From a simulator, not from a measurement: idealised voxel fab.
Name of the process module below: voxel transistor to metal
Displayed cross-section: cut, width of 155 nm, square cells sized 5 nm.
A cross-section is a grid of square cells, given in bands from the top down. A band is one or more rows of cells. The entry gives the band's vertical extent as a top height and a bottom height in nm, then its horizontal make-up as materials from left to right, each with a width in nm. "empty" stands for empty space; a single material marked "everywhere" fills the band edge to edge. Height datum 0, below which the as-received substrate wafer is one material. Lowest band open at the bottom, running downward: "z 0 and below". Quick explanation for "30->40": the width changes in equal steps down the rows of cells, from the first number in the band's top row to the second number in its bottom row. "identical to before" after a step means that no cell of the cross-section changed. What "Enclosed void listing" gives you is every empty space of 8 cells or more that is cut off from the top. Each appears as width x height at distance, with the distance taken from the left edge and width, height and distance all in nm. That trailing text on a step's line, after the settings, is the simulator's own remark on the step. Each step line may optionally specify "overlay nm", which for a step with a mask gives the rightward distance between the mask's planned place and where it lay, a negative value indicating the leftward direction.

**Process steps foreseen in the plan**
1 RECEIVE (material Si)
2 OXIDIZE (depth nm 5)
3 CONFORMAL_DEP (material SiN; thk nm 10)
4 MASKED_ETCH (tone cover; mask id ACTIVE; width nm 105; etch materials SiN; depth nm 10; overlay nm 0)
5 MASKED_ETCH (tone cover; mask id ACTIVE; width nm 105; etch materials SiO2; depth nm 5; overlay nm 0)
6 MASKED_ETCH (tone cover; mask id ACTIVE; width nm 105; etch materials Si; depth nm 25; overlay nm 0)
7 OXIDIZE (depth nm 5)
8 FILL_DEP (material SiO2; thk nm 5)
9 CMP (height nm 10)
10 SELECTIVE_ETCH (etch materials SiO2; depth nm 10)
11 STRIP (etch materials SiN)
12 SELECTIVE_ETCH (etch materials SiO2; depth nm 5)
13 OXIDIZE (depth nm 5)
14 DIRECTIONAL_DEP (material polySi; thk nm 30)
15 DIRECTIONAL_DEP (material SiCN; thk nm 15)
16 DIRECTIONAL_DEP (material aC; thk nm 15)
17 PATTERN (tone cover; mask id GATE; material resist; width nm 25; thk nm 30; overlay nm 0)
18 DIRECTIONAL_ETCH (etch materials aC; depth nm 15)
19 STRIP (etch materials resist)
20 DIRECTIONAL_ETCH (etch materials SiCN; depth nm 25)
21 DIRECTIONAL_ETCH (etch materials polySi; depth nm 40)
22 STRIP (etch materials aC)
23 CONFORMAL_DEP (material SiO2; thk nm 5)
24 DIRECTIONAL_ETCH (etch materials SiO2; depth nm 5)
25 CONFORMAL_DEP (material SiN; thk nm 5)
26 DIRECTIONAL_ETCH (etch materials SiN; depth nm 5)
27 DIRECTIONAL_ETCH (etch materials SiO2; depth nm 5)
28 EPI (material nSi; thk nm 5)
29 FILL_DEP (material SiO2; thk nm 10)
30 CMP (height nm 25)
31 STRIP (etch materials polySi)
32 SELECTIVE_ETCH (etch materials SiO2; depth nm 5)
33 CONFORMAL_DEP (material HfO2; thk nm 5)
34 CONFORMAL_DEP (material TiN; thk nm 5)
35 FILL_DEP (material W; thk nm 5)
36 CMP (height nm 20)
37 DIRECTIONAL_DEP (material SiO2; thk nm 15)
38 DIRECTIONAL_DEP (material aC; thk nm 15)
39 PATTERN (tone open; mask id CONTACT; material resist; width nm 20; pitch nm 75; thk nm 35; overlay nm 0)
40 DIRECTIONAL_ETCH (etch materials aC; depth nm 15)
41 STRIP (etch materials resist)
42 DIRECTIONAL_ETCH (etch materials SiO2; depth nm 40)
43 STRIP (etch materials aC)
44 CONFORMAL_DEP (material TiN; thk nm 5)
45 FILL_DEP (material W; thk nm 5)
46 CMP (height nm 35)
47 CONFORMAL_DEP (material SiCN; thk nm 5)
48 DIRECTIONAL_DEP (material lowk; thk nm 25)
49 PATTERN (tone open; mask id METAL_1; material resist; width nm 20; pitch nm 75; thk nm 20; overlay nm 0)
50 DIRECTIONAL_ETCH (etch materials lowk; depth nm 25)
51 DIRECTIONAL_ETCH (etch materials SiCN; depth nm 5)
52 STRIP (etch materials resist)
53 CONFORMAL_DEP (material TiN; thk nm 5)
54 FILL_DEP (material Ru; thk nm 5)
55 CMP (height nm 65)
56 EPI (material Ru; thk nm 5)
57 FILL_DEP (material SiCN; thk nm 5)
58 DIRECTIONAL_DEP (material SiO2; thk nm 30)
59 PATTERN (tone open; mask id METAL_2_HOLES; material resist; width nm 15; pitch nm 75; thk nm 15; overlay nm 0)
60 DIRECTIONAL_ETCH (etch materials SiO2; depth nm 30)
61 STRIP (etch materials resist)
62 DIRECTIONAL_DEP (material aC; thk nm 10)
63 PATTERN (tone open; mask id METAL_2; material resist; width nm 20; pitch nm 75; thk nm 25; overlay nm 0)
64 DIRECTIONAL_ETCH (etch materials aC; depth nm 10)
65 STRIP (etch materials resist)
66 DIRECTIONAL_ETCH (etch materials SiO2; depth nm 15)
67 DIRECTIONAL_ETCH (etch materials SiCN; depth nm 5)
68 STRIP (etch materials aC)
69 CONFORMAL_DEP (material TiN; thk nm 5)
70 FILL_DEP (material Cu; thk nm 10)
71 CMP (height nm 105)
72 CONFORMAL_DEP (material SiCN; thk nm 5)

**Cross-section of the wafer as it came to us, i.e., already through step 1**
	z 0 and below = Si everywhere
	Enclosed void listing: none

**End-of-module cross-section of the first of two wafers, processed as planned**
	z 110 to 105 = SiCN everywhere
	z 105 to 95 = 30 nm SiO2; 5 nm TiN; 10 nm Cu; 5 nm TiN; 55 nm SiO2; 5 nm TiN; 10 nm Cu; 5 nm TiN; 30 nm SiO2
	z 95 to 90 = 30 nm SiO2; 5 nm TiN; 5 nm Cu; 10 nm TiN; 55 nm SiO2; 5 nm TiN; 5 nm Cu; 10 nm TiN; 30 nm SiO2
	z 90 to 75 = 30 nm SiO2; 5 nm TiN; 5 nm Cu; 5 nm TiN; 60 nm SiO2; 5 nm TiN; 5 nm Cu; 5 nm TiN; 35 nm SiO2
	z 75 to 70 = 30 nm SiCN; 15 nm TiN; 60 nm SiCN; 15 nm TiN; 35 nm SiCN
	z 70 to 65 = 25 nm SiCN; 30 nm Ru; 45 nm SiCN; 30 nm Ru; 25 nm SiCN
	z 65 to 40 = 30 nm lowk; 5 nm TiN; 10 nm Ru; 5 nm TiN; 55 nm lowk; 5 nm TiN; 10 nm Ru; 5 nm TiN; 30 nm lowk
	z 40 to 35 = 30 nm SiCN; 20 nm TiN; 55 nm SiCN; 20 nm TiN; 30 nm SiCN
	z 35 to 20 = 30 nm SiO2; 5 nm TiN; 10 nm W; 5 nm TiN; 55 nm SiO2; 5 nm TiN; 10 nm W; 5 nm TiN; 30 nm SiO2
	z 20 to 0 = 30 nm SiO2; 5 nm TiN; 10 nm W; 5 nm TiN; 5 nm SiO2; 5 nm SiN; 5 nm HfO2; 5 nm TiN; 15 nm W; 5 nm TiN; 5 nm HfO2; 5 nm SiN; 5 nm SiO2; 5 nm TiN; 10 nm W; 5 nm TiN; 30 nm SiO2
	z 0 to -5 = 30 nm SiO2; 20 nm TiN; 5 nm SiO2; 5 nm SiN; 5 nm HfO2; 25 nm TiN; 5 nm HfO2; 5 nm SiN; 5 nm SiO2; 20 nm TiN; 30 nm SiO2
	z -5 to -10 = 25 nm SiO2; 30 nm nSi; 5 nm SiO2; 35 nm HfO2; 5 nm SiO2; 30 nm nSi; 25 nm SiO2
	z -10 to -35 = 30 nm SiO2; 95 nm Si; 30 nm SiO2
	z -35 and below = Si everywhere
	Enclosed void listing: none

**Wafer two, end of module, cross-section. Same start, same plan as wafer one. One mistake in the run**
	z 110 to 105 = SiCN everywhere
	z 105 to 95 = 30 nm SiO2; 5 nm TiN; 10 nm Cu; 5 nm TiN; 55 nm SiO2; 5 nm TiN; 10 nm Cu; 5 nm TiN; 30 nm SiO2
	z 95 to 90 = 30 nm SiO2; 5 nm TiN; 5 nm Cu; 10 nm TiN; 55 nm SiO2; 5 nm TiN; 5 nm Cu; 10 nm TiN; 30 nm SiO2
	z 90 to 75 = 30 nm SiO2; 5 nm TiN; 5 nm Cu; 5 nm TiN; 60 nm SiO2; 5 nm TiN; 5 nm Cu; 5 nm TiN; 35 nm SiO2
	z 75 to 70 = 30 nm SiCN; 15 nm TiN; 60 nm SiCN; 15 nm TiN; 35 nm SiCN
	z 70 to 65 = 25 nm SiCN; 30 nm Ru; 45 nm SiCN; 30 nm Ru; 25 nm SiCN
	z 65 to 40 = 30 nm lowk; 5 nm TiN; 10 nm Ru; 5 nm TiN; 55 nm lowk; 5 nm TiN; 10 nm Ru; 5 nm TiN; 30 nm lowk
	z 40 to 35 = 30 nm SiCN; 20 nm TiN; 55 nm SiCN; 20 nm TiN; 30 nm SiCN
	z 35 to 20 = 30 nm SiO2; 5 nm TiN; 10 nm Cu; 5 nm TiN; 55 nm SiO2; 5 nm TiN; 10 nm Cu; 5 nm TiN; 30 nm SiO2
	z 20 to 0 = 30 nm SiO2; 5 nm TiN; 10 nm Cu; 5 nm TiN; 5 nm SiO2; 5 nm SiN; 5 nm HfO2; 5 nm TiN; 15 nm W; 5 nm TiN; 5 nm HfO2; 5 nm SiN; 5 nm SiO2; 5 nm TiN; 10 nm Cu; 5 nm TiN; 30 nm SiO2
	z 0 to -5 = 30 nm SiO2; 20 nm TiN; 5 nm SiO2; 5 nm SiN; 5 nm HfO2; 25 nm TiN; 5 nm HfO2; 5 nm SiN; 5 nm SiO2; 20 nm TiN; 30 nm SiO2
	z -5 to -10 = 25 nm SiO2; 30 nm nSi; 5 nm SiO2; 35 nm HfO2; 5 nm SiO2; 30 nm nSi; 25 nm SiO2
	z -10 to -35 = 30 nm SiO2; 95 nm Si; 30 nm SiO2
	z -35 and below = Si everywhere
	Enclosed void listing: none
Deviation from plan: so step 45 ended up running with a different setting than we planned, it ran as FILL_DEP (material Cu; thk nm 5)
Cell-count delta at end, second wafer over first, by material: Cu: 28 more, W: 28 fewer
